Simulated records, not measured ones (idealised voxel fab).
process module | voxel gate over fins
For reference, the cross-section in this document is cut, with width 290 nm and square cells of 5 nm.
Cross-section, as written here: a square-cell grid given band by band from the top down, where a band holds one or more rows of cells. Top, bottom (nm), then materials left to right with widths (nm); lone material tagged "throughout" fills the whole band edge to edge; "blank" = empty space. Ref level 0: as-received wafer is one material below here. Bottom band extends down with no lower bound ("top 0, no bottom"). The notation "30..40" denotes a width that varies across the rows of cells in the band, beginning at the first number in the top row, finishing at the second number in the bottom row, and changing by an identical amount from each row to the next. Where a step carries "no modifications", the cross-section came out of it unchanged, cell for cell. Closed empty spaces (no open way to the top) of 8 cells or more are what "Non-vented voids" lists, each as width x height at distance from the left edge, nm for all three. It should be noted that, on the line of a given step, the content following the step's settings is a remark produced by the simulator itself with respect to that step. overlay nm, on a step with a mask: how far to the right of its planned place the mask lay; to the left if negative.
### Process steps foreseen in the plan
- 1: RECEIVE: material Si
- 2: CONFORMAL_DEP: material SiN, thk nm 5
- 3: MASKED_ETCH: tone cover, mask id FINS, width nm 15, pitch nm 35, etch materials SiN, depth nm 5, overlay nm 0
- 4: MASKED_ETCH: tone cover, mask id FINS, width nm 15, pitch nm 35, etch materials Si, depth nm 35, overlay nm 0
- 5: FILL_DEP: material SiO2, thk nm 10
- 6: CMP: height nm 5
- 7: SELECTIVE_ETCH: etch materials SiO2, depth nm 20
- 8: STRIP: etch materials SiN
- 9: CONFORMAL_DEP: material HfO2, thk nm 5
- 10: CONFORMAL_DEP: material TiN, thk nm 5
- 11: FILL_DEP: material W, thk nm 10
- 12: CMP: height nm 15
- 13: CONFORMAL_DEP: material SiN, thk nm 5
### As-received state of the wafer in cross-section, equivalent to post-step 1
  top 0, no bottom = Si throughout
  Non-vented voids: none
### The first of two wafers, cross-sectioned at the end of the module, with the run proceeding as planned
  top 20, bottom 15 = SiN throughout
  top 15, bottom 10 = W throughout
  top 10, bottom 5 = W (90)  TiN (105)  W (95)
  top 5, bottom 0 = W (90)  TiN (5)  HfO2 (25)  TiN (10)  HfO2 (25)  TiN (10)  HfO2 (25)  TiN (5)  W (95)
  top 0, bottom -5 = W (90)  TiN (5)  HfO2 (5)  Si (15)  HfO2 (5)  TiN (10)  HfO2 (5)  Si (15)  HfO2 (5)  TiN (10)  HfO2 (5)  Si (15)  HfO2 (5)  TiN (5)  W (95)
  top -5, bottom -10 = TiN (95)  HfO2 (5)  Si (15)  HfO2 (5)  TiN (10)  HfO2 (5)  Si (15)  HfO2 (5)  TiN (10)  HfO2 (5)  Si (15)  HfO2 (5)  TiN (100)
  top -10, bottom -15 = HfO2 (100)  Si (15)  HfO2 (20)  Si (15)  HfO2 (20)  Si (15)  HfO2 (105)
  top -15, bottom -35 = SiO2 (100)  Si (15)  SiO2 (20)  Si (15)  SiO2 (20)  Si (15)  SiO2 (105)
  top -35, no bottom = Si throughout
  Non-vented voids: none
### Cross-section, second wafer: same start as the first, same plan as the first, one mistake in running it; taken at the end of the module
  top 30, bottom 15 = SiN throughout
  top 15, bottom 10 = W throughout
  top 10, bottom 5 = W (90)  TiN (105)  W (95)
  top 5, bottom 0 = W (90)  TiN (5)  HfO2 (25)  TiN (10)  HfO2 (25)  TiN (10)  HfO2 (25)  TiN (5)  W (95)
  top 0, bottom -5 = W (90)  TiN (5)  HfO2 (5)  Si (15)  HfO2 (5)  TiN (10)  HfO2 (5)  Si (15)  HfO2 (5)  TiN (10)  HfO2 (5)  Si (15)  HfO2 (5)  TiN (5)  W (95)
  top -5, bottom -10 = TiN (95)  HfO2 (5)  Si (15)  HfO2 (5)  TiN (10)  HfO2 (5)  Si (15)  HfO2 (5)  TiN (10)  HfO2 (5)  Si (15)  HfO2 (5)  TiN (100)
  top -10, bottom -15 = HfO2 (100)  Si (15)  HfO2 (20)  Si (15)  HfO2 (20)  Si (15)  HfO2 (105)
  top -15, bottom -35 = SiO2 (100)  Si (15)  SiO2 (20)  Si (15)  SiO2 (20)  Si (15)  SiO2 (105)
  top -35, no bottom = Si throughout
  Non-vented voids: none
Deviation from plan: step 13 did not happen as planned, as run it was CONFORMAL_DEP: material SiN, thk nm 15
Final comparison by cell count, materials where the second wafer has more or fewer than the first: SiN +116
